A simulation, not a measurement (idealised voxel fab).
process module | voxel released beams
cross-section cut | 270 nm wide | cells 5 nm
A cross-section is a grid of square cells, given in bands from the top down. A band is one or more rows of cells.
Each band's line starts with the height of the band's top and of its bottom, in nm. Then come its materials from left to right, each with its width in nm. One material with "throughout" fills the band from edge to edge. "air" is empty space.
Height 0 is the level under which the wafer as received is all one material. The lowest band goes on downwards, as in "0 down".
A width such as "30 to 40" changes by the same amount from each row of cells to the next, from the band's top row to its bottom row.
"no change" after a step means that no cell of the cross-section changed.
closed voids: empty space of 8 cells or more with no open way to the top, each as width x height at its distance from the left edge, in nm
after a step's settings: what the simulator itself notes on the step
overlay nm, on a step with a mask: how far to the right of its planned place the mask lay; to the left if negative
plan
1 op RECEIVE | material Si
2 op CONFORMAL_DEP | material Al2O3 | thk nm 5
3 op DIRECTIONAL_DEP | material SiO2 | thk nm 10
4 op MASKED_ETCH | tone open | mask id ANCHOR | width nm 25 | etch materials SiO2 | depth nm 10 | overlay nm 0
5 op CONFORMAL_DEP | material W | thk nm 10
6 op MASKED_ETCH | tone cover | mask id BEAM | width nm 105 | etch materials W | depth nm 10 | overlay nm 0
7 op STRIP | etch materials SiO2
first wafer, as planned
as received, after step 1
  0 down: Si throughout
  closed voids: none
after step 2
  5 to 0: Al2O3 throughout
  below 0: unchanged
after step 3
  15 to 5: SiO2 throughout
  below 5: unchanged
after step 4
  15 to 5: SiO2 85 | air 25 | SiO2 160
  below 5: unchanged
after step 5
  25 to 15: W 95 | air 5 | W 170
  15 to 5: SiO2 85 | W 25 | SiO2 160
  below 5: unchanged
after step 6
  25 to 15: air 80 | W 15 | air 5 | W 85 | air 85
  below 15: unchanged
after step 7
  25 to 15: air 80 | W 15 | air 5 | W 85 | air 85
  15 to 5: air 85 | W 25 | air 160
  below 5: unchanged
second wafer: like start, like plan, one mistake. Through step 2 it matches the first wafer
when step 3 should have ended
  10 to 5: SiO2 throughout
  below 5: unchanged
when step 4 should have ended
  10 to 5: SiO2 85 | air 25 | SiO2 160
  below 5: unchanged
when step 5 should have ended
  20 to 15: W 95 | air 5 | W 170
  15 to 10: W throughout
  10 to 5: SiO2 85 | W 25 | SiO2 160
  below 5: unchanged
when step 6 should have ended
  20 to 15: air 80 | W 15 | air 5 | W 85 | air 85
  15 to 10: air 80 | W 105 | air 85
  below 10: unchanged
when step 7 should have ended
  20 to 15: air 80 | W 15 | air 5 | W 85 | air 85
  15 to 5: air 80 to 85 | W 105 to 25 | air 85 to 160
  below 5: unchanged
what went wrong: step 3 ran as: op DIRECTIONAL_DEP | material SiO2 | thk nm 5
at the end the second wafer has, in cells: 4 fewer of W
